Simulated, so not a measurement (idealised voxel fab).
The document below concerns the process module designated voxel capacitor over wiring.
Shown is cross-section cut, with a width of 290 nm and square cells of size 5 nm.
The cross-sections in this document take the form of a grid made of square cells. They are written out as bands, in order from top to bottom. Each band consists of one or more rows of cells. Basically the band line says how high the top is and how high the bottom is, in nm, and then what's in it from left to right, every material with its width in nm. Empty space shows up as "empty", and if a single material carries "throughout" it runs the full band edge to edge. Height 0 is the level under which the wafer as received is all one material. The lowest band goes on downwards, as in "from 0 down". Graded width ("30 to 40"): value in top row of band = first number; value in bottom row = second number; row-to-row change constant. Step note "remains unaltered" = no cross-section cell changed. "Closed voids list" enumerates empty spaces isolated from the top, with no open way to it, that contain at least 8 cells, giving each as width x height at distance from the left edge, all three in nm. The remark found on a step's line after its settings is issued by the simulator itself and pertains to that step. overlay nm, on a step with a mask: how far to the right of its planned place the mask lay; to the left if negative. Pairs follow: section before one process step, section after it down to the lowest changed band, step with settings underneath. Pairs may come from different runs of this module on the same starting wafer; continuity with the pair above only as stated in the "Prior to step" entry.
Prior to step:
    from 85 to 75: empty 95 nm, TiN 70 nm, empty 125 nm
    from 75 to 70: empty 95 nm, Al2O3 70 nm, empty 125 nm
    from 70 to 60: TiN throughout
    from 60 to 55: SiCN 95 nm, TiN 15 nm, SiCN 180 nm
    from 55 to 40: SiO2 throughout
    from 40 to 20: lowk 80 nm, Ru 30 nm, lowk 65 nm, Ru 30 nm, lowk 85 nm
    from 20 to 15: lowk 80 nm, TiN 30 nm, lowk 65 nm, TiN 30 nm, lowk 85 nm
    from 15 to 0: SiO2 throughout
    from 0 down: Si throughout
    Closed voids list: none
Post-Process Section:
    from 85 to 75: empty 95 nm, TiN 70 nm, empty 125 nm
    from 75 to 70: empty 95 nm, Al2O3 70 nm, empty 125 nm
    from 70 to 60: empty 90 nm, TiN 80 nm, empty 120 nm
    No changes below 60.
    Closed voids list: none
Step lying between the two cross-sections just above: MASKED_ETCH: tone cover, mask id LOWER_PLATE, width nm 80, etch materials TiN, depth nm 10, overlay nm 0
Prior to step: per the after cross-section of the pair just above.
Post-Process Section:
    from 105 to 85: SiO2 throughout
    from 85 to 75: SiO2 95 nm, TiN 70 nm, SiO2 125 nm
    from 75 to 70: SiO2 95 nm, Al2O3 70 nm, SiO2 125 nm
    from 70 to 60: SiO2 90 nm, TiN 80 nm, SiO2 120 nm
    No changes below 60.
    Closed voids list: none
Step lying between the two cross-sections just above: FILL_DEP: material SiO2, thk nm 20
Prior to step: per the after cross-section of the pair just above.
Post-Process Section:
    from 100 to 85: SiO2 throughout
    No changes below 85.
    Closed voids list: none
Step lying between the two cross-sections just above: CMP: height nm 100
Prior to step: per the after cross-section of the pair just above.
Post-Process Section:
    from 100 to 85: SiO2 105 nm, empty 15 nm, SiO2 170 nm
    No changes below 85.
    Closed voids list: none
Step lying between the two cross-sections just above: MASKED_ETCH: tone open, mask id PLUG_2, width nm 15, etch materials SiO2, depth nm 15, overlay nm 0
Prior to step: per the after cross-section of the pair just above.
Post-Process Section:
    from 105 to 100: TiN 110 nm, empty 5 nm, TiN 175 nm
    from 100 to 90: SiO2 105 nm, TiN 5 nm, empty 5 nm, TiN 5 nm, SiO2 170 nm
    from 90 to 85: SiO2 105 nm, TiN 15 nm, SiO2 170 nm
    No changes below 85.
    Closed voids list: none
Step lying between the two cross-sections just above: CONFORMAL_DEP: material TiN, thk nm 5
Prior to step: per the after cross-section of the pair just above.
Post-Process Section:
    from 115 to 105: W throughout
    from 105 to 100: TiN 110 nm, W 5 nm, TiN 175 nm
    from 100 to 90: SiO2 105 nm, TiN 5 nm, W 5 nm, TiN 5 nm, SiO2 170 nm
    No changes below 90.
    Closed voids list: none
Step lying between the two cross-sections just above: FILL_DEP: material W, thk nm 10
Prior to step: per the after cross-section of the pair just above.
Post-Process Section:
    from 100 to 90: SiO2 105 nm, TiN 5 nm, W 5 nm, TiN 5 nm, SiO2 170 nm
    No changes below 90.
    Closed voids list: none
Step lying between the two cross-sections just above: CMP: height nm 100
Prior to step: per the after cross-section of the pair just above.
Post-Process Section:
    from 105 to 100: SiN throughout
    No changes below 100.
    Closed voids list: none
Step lying between the two cross-sections just above: CONFORMAL_DEP: material SiN, thk nm 5
Prior to step:
    from 60 to 45: SiO2 95 nm, TiN 5 nm, Cu 5 nm, TiN 5 nm, SiO2 180 nm
    from 45 to 40: SiCN 95 nm, TiN 15 nm, SiCN 180 nm
    from 40 to 20: lowk 80 nm, Ru 30 nm, lowk 65 nm, Ru 30 nm, lowk 85 nm
    from 20 to 15: lowk 80 nm, TiN 30 nm, lowk 65 nm, TiN 30 nm, lowk 85 nm
    from 15 to 0: SiO2 throughout
    from 0 down: Si throughout
    Closed voids list: none
Post-Process Section:
    from 75 to 60: TiN throughout
    No changes below 60.
    Closed voids list: none
Step lying between the two cross-sections just above: DIRECTIONAL_DEP: material TiN, thk nm 15
Prior to step: per the after cross-section of the pair just above.
Post-Process Section:
    from 80 to 75: Al2O3 throughout
    No changes below 75.
    Closed voids list: none
Step lying between the two cross-sections just above: DIRECTIONAL_DEP: material Al2O3, thk nm 5
Prior to step: per the after cross-section of the pair just above.
Post-Process Section:
    from 90 to 80: TiN throughout
    No changes below 80.
    Closed voids list: none
Step lying between the two cross-sections just above: DIRECTIONAL_DEP: material TiN, thk nm 10
Prior to step: per the after cross-section of the pair just above.
Post-Process Section:
    from 105 to 90: empty 95 nm, resist 70 nm, empty 125 nm
    No changes below 90.
    Closed voids list: none
Step lying between the two cross-sections just above: PATTERN: tone cover, mask id UPPER_PLATE, material resist, width nm 70, thk nm 15, overlay nm 0
Prior to step: per the after cross-section of the pair just above.
Post-Process Section:
    from 105 to 90: empty 95 nm, resist 70 nm, empty 125 nm
    from 90 to 80: empty 95 nm, TiN 70 nm, empty 125 nm
    No changes below 80.
    Closed voids list: none
Step lying between the two cross-sections just above: DIRECTIONAL_ETCH: etch materials TiN, depth nm 10
Prior to step: per the after cross-section of the pair just above.
Post-Process Section:
    from 105 to 90: empty 95 nm, resist 70 nm, empty 125 nm
    from 90 to 80: empty 95 nm, TiN 70 nm, empty 125 nm
    from 80 to 75: empty 95 nm, Al2O3 70 nm, empty 125 nm
    No changes below 75.
    Closed voids list: none
Step lying between the two cross-sections just above: DIRECTIONAL_ETCH: etch materials Al2O3, depth nm 5
Prior to step: per the after cross-section of the pair just above.
Post-Process Section:
    from 90 to 80: empty 95 nm, TiN 70 nm, empty 125 nm
    No changes below 80.
    Closed voids list: none
Step lying between the two cross-sections just above: STRIP: etch materials resist
Prior to step: per the after cross-section of the pair just above.
Post-Process Section:
    from 90 to 80: empty 95 nm, TiN 70 nm, empty 125 nm
    from 80 to 75: empty 95 nm, Al2O3 70 nm, empty 125 nm
    from 75 to 65: empty 90 nm, TiN 80 nm, empty 120 nm
    No changes below 65.
    Closed voids list: none
Step lying between the two cross-sections just above: MASKED_ETCH: tone cover, mask id LOWER_PLATE, width nm 80, etch materials TiN, depth nm 10, overlay nm 0
Prior to step: per the after cross-section of the pair just above.
Post-Process Section:
    from 110 to 90: SiO2 throughout
    from 90 to 80: SiO2 95 nm, TiN 70 nm, SiO2 125 nm
    from 80 to 75: SiO2 95 nm, Al2O3 70 nm, SiO2 125 nm
    from 75 to 65: SiO2 90 nm, TiN 80 nm, SiO2 120 nm
    No changes below 65.
    Closed voids list: none
Step lying between the two cross-sections just above: FILL_DEP: material SiO2, thk nm 20
Prior to step: per the after cross-section of the pair just above.
Post-Process Section:
    from 100 to 90: SiO2 throughout
    No changes below 90.
    Closed voids list: none
Step lying between the two cross-sections just above: CMP: height nm 100
Prior to step: per the after cross-section of the pair just above.
Post-Process Section:
    from 100 to 90: SiO2 105 nm, empty 15 nm, SiO2 170 nm
    No changes below 90.
    Closed voids list: none
Step lying between the two cross-sections just above: MASKED_ETCH: tone open, mask id PLUG_2, width nm 15, etch materials SiO2, depth nm 15, overlay nm 0
Prior to step: per the after cross-section of the pair just above.
Post-Process Section:
    from 105 to 100: TiN 110 nm, empty 5 nm, TiN 175 nm
    from 100 to 95: SiO2 105 nm, TiN 5 nm, empty 5 nm, TiN 5 nm, SiO2 170 nm
    from 95 to 90: SiO2 105 nm, TiN 15 nm, SiO2 170 nm
    No changes below 90.
    Closed voids list: none
Step lying between the two cross-sections just above: CONFORMAL_DEP: material TiN, thk nm 5
Prior to step: per the after cross-section of the pair just above.
Post-Process Section:
    from 115 to 105: W throughout
    from 105 to 100: TiN 110 nm, W 5 nm, TiN 175 nm
    from 100 to 95: SiO2 105 nm, TiN 5 nm, W 5 nm, TiN 5 nm, SiO2 170 nm
    No changes below 95.
    Closed voids list: none
Step lying between the two cross-sections just above: FILL_DEP: material W, thk nm 10
Prior to step: per the after cross-section of the pair just above.
Post-Process Section:
    from 100 to 95: SiO2 105 nm, TiN 5 nm, W 5 nm, TiN 5 nm, SiO2 170 nm
    No changes below 95.
    Closed voids list: none
Step lying between the two cross-sections just above: CMP: height nm 100
Prior to step: per the after cross-section of the pair just above.
Post-Process Section:
    from 105 to 100: SiN throughout
    No changes below 100.
    Closed voids list: none
Step lying between the two cross-sections just above: CONFORMAL_DEP: material SiN, thk nm 5
Prior to step:
    from 85 to 75: TiN throughout
    from 75 to 70: Al2O3 throughout
    from 70 to 60: TiN throughout
    from 60 to 45: SiO2 95 nm, TiN 5 nm, Cu 5 nm, TiN 5 nm, SiO2 180 nm
    from 45 to 40: SiCN 95 nm, TiN 15 nm, SiCN 180 nm
    from 40 to 20: lowk 80 nm, Ru 30 nm, lowk 65 nm, Ru 30 nm, lowk 85 nm
    from 20 to 15: lowk 80 nm, TiN 30 nm, lowk 65 nm, TiN 30 nm, lowk 85 nm
    from 15 to 0: SiO2 throughout
    from 0 down: Si throughout
    Closed voids list: none
Post-Process Section:
    from 100 to 85: empty 95 nm, resist 75 nm, empty 120 nm
    No changes below 85.
    Closed voids list: none
Step lying between the two cross-sections just above: PATTERN: tone cover, mask id UPPER_PLATE, material resist, width nm 75, thk nm 15, overlay nm 0
Prior to step: per the after cross-section of the pair just above.
Post-Process Section:
    from 100 to 85: empty 95 nm, resist 75 nm, empty 120 nm
    from 85 to 75: empty 95 nm, TiN 75 nm, empty 120 nm
    No changes below 75.
    Closed voids list: none
Step lying between the two cross-sections just above: DIRECTIONAL_ETCH: etch materials TiN, depth nm 10
Prior to step: per the after cross-section of the pair just above.
Post-Process Section:
    from 100 to 85: empty 95 nm, resist 75 nm, empty 120 nm
    from 85 to 75: empty 95 nm, TiN 75 nm, empty 120 nm
    from 75 to 70: empty 95 nm, Al2O3 75 nm, empty 120 nm
    No changes below 70.
    Closed voids list: none
Step lying between the two cross-sections just above: DIRECTIONAL_ETCH: etch materials Al2O3, depth nm 5
Prior to step: per the after cross-section of the pair just above.
Post-Process Section:
    from 85 to 75: empty 95 nm, TiN 75 nm, empty 120 nm
    No changes below 75.
    Closed voids list: none
Step lying between the two cross-sections just above: STRIP: etch materials resist
Prior to step: per the after cross-section of the pair just above.
Post-Process Section:
    from 85 to 75: empty 95 nm, TiN 75 nm, empty 120 nm
    from 75 to 70: empty 95 nm, Al2O3 75 nm, empty 120 nm
    from 70 to 60: empty 90 nm, TiN 80 nm, empty 120 nm
    No changes below 60.
    Closed voids list: none
Step lying between the two cross-sections just above: MASKED_ETCH: tone cover, mask id LOWER_PLATE, width nm 80, etch materials TiN, depth nm 10, overlay nm 0
Prior to step: per the after cross-section of the pair just above.
Post-Process Section:
    from 105 to 85: SiO2 throughout
    from 85 to 75: SiO2 95 nm, TiN 75 nm, SiO2 120 nm
    from 75 to 70: SiO2 95 nm, Al2O3 75 nm, SiO2 120 nm
    from 70 to 60: SiO2 90 nm, TiN 80 nm, SiO2 120 nm
    No changes below 60.
    Closed voids list: none
Step lying between the two cross-sections just above: FILL_DEP: material SiO2, thk nm 20
Prior to step: per the after cross-section of the pair just above.
Post-Process Section:
    from 100 to 85: SiO2 throughout
    No changes below 85.
    Closed voids list: none
Step lying between the two cross-sections just above: CMP: height nm 100
Prior to step: per the after cross-section of the pair just above.
Post-Process Section:
    from 100 to 85: SiO2 105 nm, empty 15 nm, SiO2 170 nm
    No changes below 85.
    Closed voids list: none
Step lying between the two cross-sections just above: MASKED_ETCH: tone open, mask id PLUG_2, width nm 15, etch materials SiO2, depth nm 15, overlay nm 0
Prior to step: per the after cross-section of the pair just above.
Post-Process Section:
    from 105 to 100: TiN 110 nm, empty 5 nm, TiN 175 nm
    from 100 to 90: SiO2 105 nm, TiN 5 nm, empty 5 nm, TiN 5 nm, SiO2 170 nm
    from 90 to 85: SiO2 105 nm, TiN 15 nm, SiO2 170 nm
    No changes below 85.
    Closed voids list: none
Step lying between the two cross-sections just above: CONFORMAL_DEP: material TiN, thk nm 5
Prior to step: per the after cross-section of the pair just above.
Post-Process Section:
    from 115 to 105: W throughout
    from 105 to 100: TiN 110 nm, W 5 nm, TiN 175 nm
    from 100 to 90: SiO2 105 nm, TiN 5 nm, W 5 nm, TiN 5 nm, SiO2 170 nm
    No changes below 90.
    Closed voids list: none
Step lying between the two cross-sections just above: FILL_DEP: material W, thk nm 10
Prior to step: per the after cross-section of the pair just above.
Post-Process Section:
    from 100 to 90: SiO2 105 nm, TiN 5 nm, W 5 nm, TiN 5 nm, SiO2 170 nm
    No changes below 90.
    Closed voids list: none
Step lying between the two cross-sections just above: CMP: height nm 100
Prior to step: per the after cross-section of the pair just above.
Post-Process Section:
    from 105 to 100: SiN throughout
    No changes below 100.
    Closed voids list: none
Step lying between the two cross-sections just above: CONFORMAL_DEP: material SiN, thk nm 5
Prior to step:
    from 85 to 75: empty 95 nm, TiN 70 nm, empty 125 nm
    from 75 to 70: empty 95 nm, Al2O3 70 nm, empty 125 nm
    from 70 to 60: TiN throughout
    from 60 to 45: SiO2 95 nm, TiN 5 nm, Cu 5 nm, TiN 5 nm, SiO2 180 nm
    from 45 to 40: SiCN 95 nm, TiN 15 nm, SiCN 180 nm
    from 40 to 20: lowk 80 nm, Ru 30 nm, lowk 65 nm, Ru 30 nm, lowk 85 nm
    from 20 to 15: lowk 80 nm, TiN 30 nm, lowk 65 nm, TiN 30 nm, lowk 85 nm
    from 15 to 0: SiO2 throughout
    from 0 down: Si throughout
    Closed voids list: none
Post-Process Section:
    from 85 to 75: empty 95 nm, TiN 65 nm, empty 130 nm
    from 75 to 70: empty 95 nm, Al2O3 70 nm, empty 125 nm
    from 70 to 60: empty 80 nm, TiN 85 nm, empty 125 nm
    No changes below 60.
    Closed voids list: none
Step lying between the two cross-sections just above: MASKED_ETCH: tone cover, mask id LOWER_PLATE, width nm 80, etch materials TiN, depth nm 10, overlay nm -10
Prior to step: per the after cross-section of the pair just above.
Post-Process Section:
    from 105 to 85: SiO2 throughout
    from 85 to 75: SiO2 95 nm, TiN 65 nm, SiO2 130 nm
    from 75 to 70: SiO2 95 nm, Al2O3 70 nm, SiO2 125 nm
    from 70 to 60: SiO2 80 nm, TiN 85 nm, SiO2 125 nm
    No changes below 60.
    Closed voids list: none
Step lying between the two cross-sections just above: FILL_DEP: material SiO2, thk nm 20
Prior to step: per the after cross-section of the pair just above.
Post-Process Section:
    from 100 to 85: SiO2 throughout
    No changes below 85.
    Closed voids list: none
Step lying between the two cross-sections just above: CMP: height nm 100
Prior to step: per the after cross-section of the pair just above.
Post-Process Section:
    from 100 to 85: SiO2 105 nm, empty 15 nm, SiO2 170 nm
    No changes below 85.
    Closed voids list: none
Step lying between the two cross-sections just above: MASKED_ETCH: tone open, mask id PLUG_2, width nm 15, etch materials SiO2, depth nm 15, overlay nm 0
Prior to step: per the after cross-section of the pair just above.
Post-Process Section:
    from 105 to 100: TiN 110 nm, empty 5 nm, TiN 175 nm
    from 100 to 90: SiO2 105 nm, TiN 5 nm, empty 5 nm, TiN 5 nm, SiO2 170 nm
    from 90 to 85: SiO2 105 nm, TiN 15 nm, SiO2 170 nm
    No changes below 85.
    Closed voids list: none
Step lying between the two cross-sections just above: CONFORMAL_DEP: material TiN, thk nm 5
Prior to step: per the after cross-section of the pair just above.
Post-Process Section:
    from 115 to 105: W throughout
    from 105 to 100: TiN 110 nm, W 5 nm, TiN 175 nm
    from 100 to 90: SiO2 105 nm, TiN 5 nm, W 5 nm, TiN 5 nm, SiO2 170 nm
    No changes below 90.
    Closed voids list: none
Step lying between the two cross-sections just above: FILL_DEP: material W, thk nm 10
Prior to step: per the after cross-section of the pair just above.
Post-Process Section:
    from 100 to 90: SiO2 105 nm, TiN 5 nm, W 5 nm, TiN 5 nm, SiO2 170 nm
    No changes below 90.
    Closed voids list: none
Step lying between the two cross-sections just above: CMP: height nm 100
Prior to step: per the after cross-section of the pair just above.
Post-Process Section:
    from 105 to 100: SiN throughout
    No changes below 100.
    Closed voids list: none
Step lying between the two cross-sections just above: CONFORMAL_DEP: material SiN, thk nm 5
Prior to step:
    from 45 to 40: SiCN throughout
    from 40 to 20: lowk 80 nm, Ru 30 nm, lowk 65 nm, Ru 30 nm, lowk 85 nm
    from 20 to 15: lowk 80 nm, TiN 30 nm, lowk 65 nm, TiN 30 nm, lowk 85 nm
    from 15 to 0: SiO2 throughout
    from 0 down: Si throughout
    Closed voids list: none
Post-Process Section:
    from 60 to 45: lowk throughout
    No changes below 45.
    Closed voids list: none
Step lying between the two cross-sections just above: DIRECTIONAL_DEP: material lowk, thk nm 15
Prior to step: per the after cross-section of the pair just above.
Post-Process Section:
    from 70 to 60: aC throughout
    No changes below 60.
    Closed voids list: none
Step lying between the two cross-sections just above: DIRECTIONAL_DEP: material aC, thk nm 10
Prior to step: per the after cross-section of the pair just above.
Post-Process Section:
    from 95 to 70: resist 95 nm, empty 15 nm, resist 180 nm
    No changes below 70.
    Closed voids list: none
Step lying between the two cross-sections just above: PATTERN: tone open, mask id PLUG_1, material resist, width nm 15, thk nm 25, overlay nm 0
Prior to step: per the after cross-section of the pair just above.
Post-Process Section:
    from 85 to 70: resist 95 nm, empty 15 nm, resist 180 nm
    from 70 to 60: aC 95 nm, empty 15 nm, aC 180 nm
    No changes below 60.
    Closed voids list: none
Step lying between the two cross-sections just above: DIRECTIONAL_ETCH: etch materials aC, depth nm 10
Prior to step: per the after cross-section of the pair just above.
Post-Process Section:
    from 70 to 60: aC 95 nm, empty 15 nm, aC 180 nm
    No changes below 60.
    Closed voids list: none
Step lying between the two cross-sections just above: STRIP: etch materials resist
Prior to step: per the after cross-section of the pair just above.
Post-Process Section:
    from 60 to 45: lowk throughout
    No changes below 45.
    Closed voids list: none
Step lying between the two cross-sections just above: STRIP: etch materials aC
Prior to step: per the after cross-section of the pair just above.
Post-Process Section:
    from 65 to 60: TiN throughout
    No changes below 60.
    Closed voids list: none
Step lying between the two cross-sections just above: CONFORMAL_DEP: material TiN, thk nm 5
Prior to step: per the after cross-section of the pair just above.
Post-Process Section:
    from 75 to 65: Cu throughout
    No changes below 65.
    Closed voids list: none
Step lying between the two cross-sections just above: FILL_DEP: material Cu, thk nm 10
Prior to step: per the after cross-section of the pair just above.
Post-Process Section:
    from 60 to 45: lowk throughout
    No changes below 45.
    Closed voids list: none
Step lying between the two cross-sections just above: CMP: height nm 60
Prior to step: per the after cross-section of the pair just above.
Post-Process Section:
    from 70 to 60: TiN throughout
    No changes below 60.
    Closed voids list: none
Step lying between the two cross-sections just above: DIRECTIONAL_DEP: material TiN, thk nm 10
Prior to step: per the after cross-section of the pair just above.
Post-Process Section:
    from 75 to 70: Al2O3 throughout
    No changes below 70.
    Closed voids list: none
Step lying between the two cross-sections just above: DIRECTIONAL_DEP: material Al2O3, thk nm 5
Prior to step: per the after cross-section of the pair just above.
Post-Process Section:
    from 85 to 75: TiN throughout
    No changes below 75.
    Closed voids list: none
Step lying between the two cross-sections just above: DIRECTIONAL_DEP: material TiN, thk nm 10
Prior to step: per the after cross-section of the pair just above.
Post-Process Section:
    from 100 to 85: empty 95 nm, resist 70 nm, empty 125 nm
    No changes below 85.
    Closed voids list: none
Step lying between the two cross-sections just above: PATTERN: tone cover, mask id UPPER_PLATE, material resist, width nm 70, thk nm 15, overlay nm 0
Prior to step: per the after cross-section of the pair just above.
Post-Process Section:
    from 100 to 85: empty 95 nm, resist 70 nm, empty 125 nm
    from 85 to 75: empty 95 nm, TiN 70 nm, empty 125 nm
    No changes below 75.
    Closed voids list: none
Step lying between the two cross-sections just above: DIRECTIONAL_ETCH: etch materials TiN, depth nm 10
Prior to step: per the after cross-section of the pair just above.
Post-Process Section:
    from 100 to 85: empty 95 nm, resist 70 nm, empty 125 nm
    from 85 to 75: empty 95 nm, TiN 70 nm, empty 125 nm
    from 75 to 70: empty 95 nm, Al2O3 70 nm, empty 125 nm
    No changes below 70.
    Closed voids list: none
Step lying between the two cross-sections just above: DIRECTIONAL_ETCH: etch materials Al2O3, depth nm 5
Prior to step: per the after cross-section of the pair just above.
Post-Process Section:
    from 85 to 75: empty 95 nm, TiN 70 nm, empty 125 nm
    No changes below 75.
    Closed voids list: none
Step lying between the two cross-sections just above: STRIP: etch materials resist
Prior to step: per the after cross-section of the pair just above.
Post-Process Section:
    from 85 to 75: empty 95 nm, TiN 70 nm, empty 125 nm
    from 75 to 70: empty 95 nm, Al2O3 70 nm, empty 125 nm
    from 70 to 60: empty 90 nm, TiN 80 nm, empty 120 nm
    No changes below 60.
    Closed voids list: none
Step lying between the two cross-sections just above: MASKED_ETCH: tone cover, mask id LOWER_PLATE, width nm 80, etch materials TiN, depth nm 10, overlay nm 0
Prior to step: per the after cross-section of the pair just above.
Post-Process Section:
    from 105 to 85: SiO2 throughout
    from 85 to 75: SiO2 95 nm, TiN 70 nm, SiO2 125 nm
    from 75 to 70: SiO2 95 nm, Al2O3 70 nm, SiO2 125 nm
    from 70 to 60: SiO2 90 nm, TiN 80 nm, SiO2 120 nm
    No changes below 60.
    Closed voids list: none
Step lying between the two cross-sections just above: FILL_DEP: material SiO2, thk nm 20
Prior to step: per the after cross-section of the pair just above.
Post-Process Section:
    from 100 to 85: SiO2 throughout
    No changes below 85.
    Closed voids list: none
Step lying between the two cross-sections just above: CMP: height nm 100
Prior to step: per the after cross-section of the pair just above.
Post-Process Section:
    from 100 to 85: SiO2 105 nm, empty 15 nm, SiO2 170 nm
    No changes below 85.
    Closed voids list: none
Step lying between the two cross-sections just above: MASKED_ETCH: tone open, mask id PLUG_2, width nm 15, etch materials SiO2, depth nm 15, overlay nm 0
Prior to step: per the after cross-section of the pair just above.
Post-Process Section:
    from 105 to 100: TiN 110 nm, empty 5 nm, TiN 175 nm
    from 100 to 90: SiO2 105 nm, TiN 5 nm, empty 5 nm, TiN 5 nm, SiO2 170 nm
    from 90 to 85: SiO2 105 nm, TiN 15 nm, SiO2 170 nm
    No changes below 85.
    Closed voids list: none
Step lying between the two cross-sections just above: CONFORMAL_DEP: material TiN, thk nm 5
Prior to step: per the after cross-section of the pair just above.
Post-Process Section:
    from 115 to 105: W throughout
    from 105 to 100: TiN 110 nm, W 5 nm, TiN 175 nm
    from 100 to 90: SiO2 105 nm, TiN 5 nm, W 5 nm, TiN 5 nm, SiO2 170 nm
    No changes below 90.
    Closed voids list: none
Step lying between the two cross-sections just above: FILL_DEP: material W, thk nm 10
Prior to step: per the after cross-section of the pair just above.
Post-Process Section:
    from 100 to 90: SiO2 105 nm, TiN 5 nm, W 5 nm, TiN 5 nm, SiO2 170 nm
    No changes below 90.
    Closed voids list: none
Step lying between the two cross-sections just above: CMP: height nm 100
Prior to step: per the after cross-section of the pair just above.
Post-Process Section:
    from 105 to 100: SiN throughout
    No changes below 100.
    Closed voids list: none
Step lying between the two cross-sections just above: CONFORMAL_DEP: material SiN, thk nm 5
Prior to step:
    from 85 to 75: TiN throughout
    from 75 to 70: Al2O3 throughout
    from 70 to 60: TiN throughout
    from 60 to 45: SiO2 95 nm, TiN 5 nm, Cu 5 nm, TiN 5 nm, SiO2 180 nm
    from 45 to 40: SiCN 95 nm, TiN 15 nm, SiCN 180 nm
    from 40 to 20: lowk 80 nm, Ru 30 nm, lowk 65 nm, Ru 30 nm, lowk 85 nm
    from 20 to 15: lowk 80 nm, TiN 30 nm, lowk 65 nm, TiN 30 nm, lowk 85 nm
    from 15 to 0: SiO2 throughout
    from 0 down: Si throughout
    Closed voids list: none
Post-Process Section:
    from 100 to 85: resist 95 nm, empty 70 nm, resist 125 nm
    No changes below 85.
    Closed voids list: none
Step lying between the two cross-sections just above: PATTERN: tone open, mask id UPPER_PLATE, material resist, width nm 70, thk nm 15, overlay nm 0
Prior to step: per the after cross-section of the pair just above.
Post-Process Section:
    from 100 to 85: resist 95 nm, empty 70 nm, resist 125 nm
    from 85 to 75: TiN 95 nm, empty 70 nm, TiN 125 nm
    No changes below 75.
    Closed voids list: none
Step lying between the two cross-sections just above: DIRECTIONAL_ETCH: etch materials TiN, depth nm 10
Prior to step: per the after cross-section of the pair just above.
Post-Process Section:
    from 100 to 85: resist 95 nm, empty 70 nm, resist 125 nm
    from 85 to 75: TiN 95 nm, empty 70 nm, TiN 125 nm
    from 75 to 70: Al2O3 95 nm, empty 70 nm, Al2O3 125 nm
    No changes below 70.
    Closed voids list: none
Step lying between the two cross-sections just above: DIRECTIONAL_ETCH: etch materials Al2O3, depth nm 5
Prior to step: per the after cross-section of the pair just above.
Post-Process Section:
    from 85 to 75: TiN 95 nm, empty 70 nm, TiN 125 nm
    No changes below 75.
    Closed voids list: none
Step lying between the two cross-sections just above: STRIP: etch materials resist
Prior to step: per the after cross-section of the pair just above.
Post-Process Section:
    from 85 to 75: empty 90 nm, TiN 5 nm, empty 70 nm, TiN 5 nm, empty 120 nm
    No changes below 75.
    Closed voids list: none
Step lying between the two cross-sections just above: MASKED_ETCH: tone cover, mask id LOWER_PLATE, width nm 80, etch materials TiN, depth nm 10, overlay nm 0
Prior to step: per the after cross-section of the pair just above.
Post-Process Section:
    from 105 to 85: SiO2 throughout
    from 85 to 75: SiO2 90 nm, TiN 5 nm, SiO2 70 nm, TiN 5 nm, SiO2 120 nm
    from 75 to 70: Al2O3 95 nm, SiO2 70 nm, Al2O3 125 nm
    No changes below 70.
    Closed voids list: none
Step lying between the two cross-sections just above: FILL_DEP: material SiO2, thk nm 20
Prior to step: per the after cross-section of the pair just above.
Post-Process Section:
    from 100 to 85: SiO2 throughout
    No changes below 85.
    Closed voids list: none
Step lying between the two cross-sections just above: CMP: height nm 100
Prior to step: per the after cross-section of the pair just above.
Post-Process Section:
    from 100 to 85: SiO2 105 nm, empty 15 nm, SiO2 170 nm
    No changes below 85.
    Closed voids list: none
Step lying between the two cross-sections just above: MASKED_ETCH: tone open, mask id PLUG_2, width nm 15, etch materials SiO2, depth nm 15, overlay nm 0
Prior to step: per the after cross-section of the pair just above.
Post-Process Section:
    from 105 to 100: TiN 110 nm, empty 5 nm, TiN 175 nm
    from 100 to 90: SiO2 105 nm, TiN 5 nm, empty 5 nm, TiN 5 nm, SiO2 170 nm
    from 90 to 85: SiO2 105 nm, TiN 15 nm, SiO2 170 nm
    No changes below 85.
    Closed voids list: none
Step lying between the two cross-sections just above: CONFORMAL_DEP: material TiN, thk nm 5
Prior to step: per the after cross-section of the pair just above.
Post-Process Section:
    from 115 to 105: W throughout
    from 105 to 100: TiN 110 nm, W 5 nm, TiN 175 nm
    from 100 to 90: SiO2 105 nm, TiN 5 nm, W 5 nm, TiN 5 nm, SiO2 170 nm
    No changes below 90.
    Closed voids list: none
Step lying between the two cross-sections just above: FILL_DEP: material W, thk nm 10
Prior to step: per the after cross-section of the pair just above.
Post-Process Section:
    from 100 to 90: SiO2 105 nm, TiN 5 nm, W 5 nm, TiN 5 nm, SiO2 170 nm
    No changes below 90.
    Closed voids list: none
Step lying between the two cross-sections just above: CMP: height nm 100
Prior to step: per the after cross-section of the pair just above.
Post-Process Section:
    from 105 to 100: SiN throughout
    No changes below 100.
    Closed voids list: none
Step lying between the two cross-sections just above: CONFORMAL_DEP: material SiN, thk nm 5
